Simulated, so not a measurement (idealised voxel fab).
This is a process module. Its name is voxel transistor to metal.
Each square cell in cross-section cut measures 5 nm, and the section as a whole is 290 nm wide.
Cross-section, as written here: a square-cell grid given band by band from the top down, where a band holds one or more rows of cells.
Band: top and bottom heights (nm) first, top before bottom; then materials from left to right, widths in nm. "throughout" marks a sole material filling the band edge to edge. "blank" denotes empty space.
It should be noted that heights are counted from 0, beneath which the wafer as supplied is of one material throughout, and that the lowest band possesses no lower boundary but continues downward, as written in "0 and below".
With a width like "30..40", each row of cells in the band differs from the next by the same amount, the top row carrying the first number and the bottom row the second.
Step note "no modifications" = no cross-section cell changed.
"Sealed void list" means: voids of 8 cells or more that are shut off from the top with no open way through. Written width x height at distance, distance from the left edge, in nm.
The remark found on a step's line after its settings is issued by the simulator itself and pertains to that step.
"overlay nm" on a masked step: distance the mask lay right of its planned place, negative for left.

plan:
- 1: RECEIVE with material Si
- 2: OXIDIZE with depth nm 5
- 3: CONFORMAL_DEP with material SiN, thk nm 10
- 4: PATTERN with tone cover, mask id ACTIVE, material resist, width nm 115, pitch nm 140, thk nm 15, overlay nm 0
- 5: DIRECTIONAL_ETCH with etch materials SiN, depth nm 5
- 6: DIRECTIONAL_ETCH with etch materials SiO2, depth nm 5
- 7: DIRECTIONAL_ETCH with etch materials Si, depth nm 35
- 8: STRIP with etch materials resist
- 9: FILL_DEP with material SiO2, thk nm 10
- 10: CMP with height nm 10
- 11: SELECTIVE_ETCH with etch materials SiO2, depth nm 10
- 12: STRIP with etch materials SiN
- 13: SELECTIVE_ETCH with etch materials SiO2, depth nm 5
- 14: OXIDIZE with depth nm 5
- 15: DIRECTIONAL_DEP with material polySi, thk nm 20
- 16: DIRECTIONAL_DEP with material SiCN, thk nm 15
- 17: PATTERN with tone cover, mask id GATE, material resist, width nm 25, pitch nm 140, thk nm 15, overlay nm 0
- 18: DIRECTIONAL_ETCH with etch materials SiCN, depth nm 25
- 19: DIRECTIONAL_ETCH with etch materials polySi, depth nm 30
- 20: STRIP with etch materials resist
- 21: CONFORMAL_DEP with material SiN, thk nm 5
- 22: DIRECTIONAL_ETCH with etch materials SiN, depth nm 5
- 23: DIRECTIONAL_ETCH with etch materials SiO2, depth nm 5
- 24: DIRECTIONAL_ETCH with etch materials Si, depth nm 15
- 25: EPI with material nSi, thk nm 20
- 26: FILL_DEP with material SiO2, thk nm 10
- 27: CMP with height nm 15
- 28: STRIP with etch materials polySi
- 29: SELECTIVE_ETCH with etch materials SiO2, depth nm 5
- 30: CONFORMAL_DEP with material HfO2, thk nm 5
- 31: CONFORMAL_DEP with material TiN, thk nm 5
- 32: FILL_DEP with material W, thk nm 10
- 33: CMP with height nm 10
- 34: DIRECTIONAL_DEP with material SiO2, thk nm 15
- 35: MASKED_ETCH with tone open, mask id CONTACT, width nm 15, etch materials SiO2, depth nm 30, overlay nm 0
- 36: CONFORMAL_DEP with material TiN, thk nm 5
- 37: FILL_DEP with material Ru, thk nm 5
- 38: CMP with height nm 25
- 39: CONFORMAL_DEP with material SiN, thk nm 5
- 40: DIRECTIONAL_DEP with material SiO2, thk nm 20
- 41: DIRECTIONAL_DEP with material aC, thk nm 10
- 42: PATTERN with tone open, mask id METAL_1, material resist, width nm 15, thk nm 30, overlay nm 0
- 43: DIRECTIONAL_ETCH with etch materials aC, depth nm 10
- 44: STRIP with etch materials resist
- 45: DIRECTIONAL_ETCH with etch materials SiO2, depth nm 20
- 46: DIRECTIONAL_ETCH with etch materials SiN, depth nm 5
- 47: STRIP with etch materials aC
- 48: CONFORMAL_DEP with material TiN, thk nm 5
- 49: FILL_DEP with material Cu, thk nm 5
- 50: CMP with height nm 50
- 51: EPI with material Ru, thk nm 5
- 52: FILL_DEP with material SiCN, thk nm 5
For clarity, it should be stated that the wafers under discussion commence in an identical condition and differ with respect to the depth nm of step 5, the plan indicating the value that the first wafer had.

Cross-sectional view of the first of several wafers in the as-received condition, corresponding to the state following step 1:
> 0 and below: Si throughout
> Sealed void list: none

Gained (+) or lost (-) cells of each material since receipt, then closed voids: one row per wafer, at the end of the module:
depth nm 5 | +16 Cu | +26 HfO2 | +28 Ru | -248 Si | +96 SiCN | +58 SiN | +382 SiO2 | +110 TiN | +4 W | +224 nSi | Sealed void list: none
depth nm 10 | +16 Cu | +26 HfO2 | +28 Ru | -284 Si | +96 SiCN | +58 SiN | +462 SiO2 | +110 TiN | +4 W | +180 nSi | Sealed void list: none
depth nm 15 | +16 Cu | +26 HfO2 | +28 Ru | -284 Si | +96 SiCN | +58 SiN | +462 SiO2 | +110 TiN | +4 W | +180 nSi | Sealed void list: none
depth nm 20 | +16 Cu | +26 HfO2 | +28 Ru | -284 Si | +96 SiCN | +58 SiN | +462 SiO2 | +110 TiN | +4 W | +180 nSi | Sealed void list: none
depth nm 25 | +16 Cu | +26 HfO2 | +28 Ru | -284 Si | +96 SiCN | +58 SiN | +462 SiO2 | +110 TiN | +4 W | +180 nSi | Sealed void list: none
